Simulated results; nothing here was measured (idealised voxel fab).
Module name: voxel plated lines (process module)
Cross-section cut: width 230 nm, square cells of 5 nm.
A cross-section in this document is a grid of square cells, and it is written down as bands, the top band listed before the ones below it; a band is made up of one or more rows of cells.
Band: top height; bottom height; in nm. Then, left to right: material with width in nm, for each material. "all across": a single material spanning edge to edge. "air": empty space.
Heights are expressed relative to 0, this being the level below which the as-received wafer comprises one material exclusively. The lowest band is unbounded in the downward direction and is denoted as in "0..down".
A width given as "30->40" starts at the first number in the band's top row and ends at the second number in its bottom row, shifting by an equal amount at every step from row to row.
"changes: none" after a step means that no cell of the cross-section changed.
"Fully closed voids" lists enclosed empty spaces (at least 8 cells, no open path upward to the top), each as width x height at distance from the left edge, in nm.
Note: text after step settings on the step line = simulator remark on that step.
The optional step-line setting "overlay nm" applies to steps with a mask and quantifies how far to the right of its planned location the mask lay, a negative value indicating leftward placement.

# Steps in the process plan
1 RECEIVE (material Si)
2 CONFORMAL_DEP (material Al2O3; thk nm 5)
3 DIRECTIONAL_DEP (material TiN; thk nm 5)
4 PATTERN (tone open; mask id LINES; material resist; width nm 20; pitch nm 50; thk nm 25; overlay nm 0)
5 EPI (material Ru; thk nm 5)
6 EPI (material Ru; thk nm 10)
7 STRIP (etch materials resist)
8 DIRECTIONAL_ETCH (etch materials TiN; depth nm 5)
9 CONFORMAL_DEP (material SiN; thk nm 5)

# The cross-section here shows the wafer as received, i.e. in its state after step 1
> 0..down: Si all across
> Fully closed voids: none

# First of two wafers, end-of-module section, run followed plan
> 30..25: air: 50  SiN: 30  air: 20  SiN: 30  air: 20  SiN: 30  air: 50
> 25..10: air: 50  SiN: 5  Ru: 20  SiN: 5  air: 20  SiN: 5  Ru: 20  SiN: 5  air: 20  SiN: 5  Ru: 20  SiN: 5  air: 50
> 10..5: SiN: 55  TiN: 20  SiN: 30  TiN: 20  SiN: 30  TiN: 20  SiN: 55
> 5..0: Al2O3 all across
> 0..down: Si all across
> Fully closed voids: none

# End of module, second wafer, cross-section. Started like the first, planned like the first, run with one mistake
> 30..25: air: 55  SiN: 25  air: 25  SiN: 25  air: 25  SiN: 25  air: 50
> 25..10: air: 55  SiN: 5  Ru: 15  SiN: 5  air: 25  SiN: 5  Ru: 15  SiN: 5  air: 25  SiN: 5  Ru: 15  SiN: 5  air: 50
> 10..5: SiN: 60  TiN: 15  SiN: 35  TiN: 15  SiN: 35  TiN: 15  SiN: 55
> 5..0: Al2O3 all across
> 0..down: Si all across
> Fully closed voids: none
What broke from the plan during processing? for step 4, the planned setting was not used; the step was instead run as PATTERN (tone open; mask id LINES; material resist; width nm 15; pitch nm 50; thk nm 25; overlay nm 0)
The final cell counts differ between the wafers, with the second having more or fewer of some materials than the first: Ru -9 | TiN -3
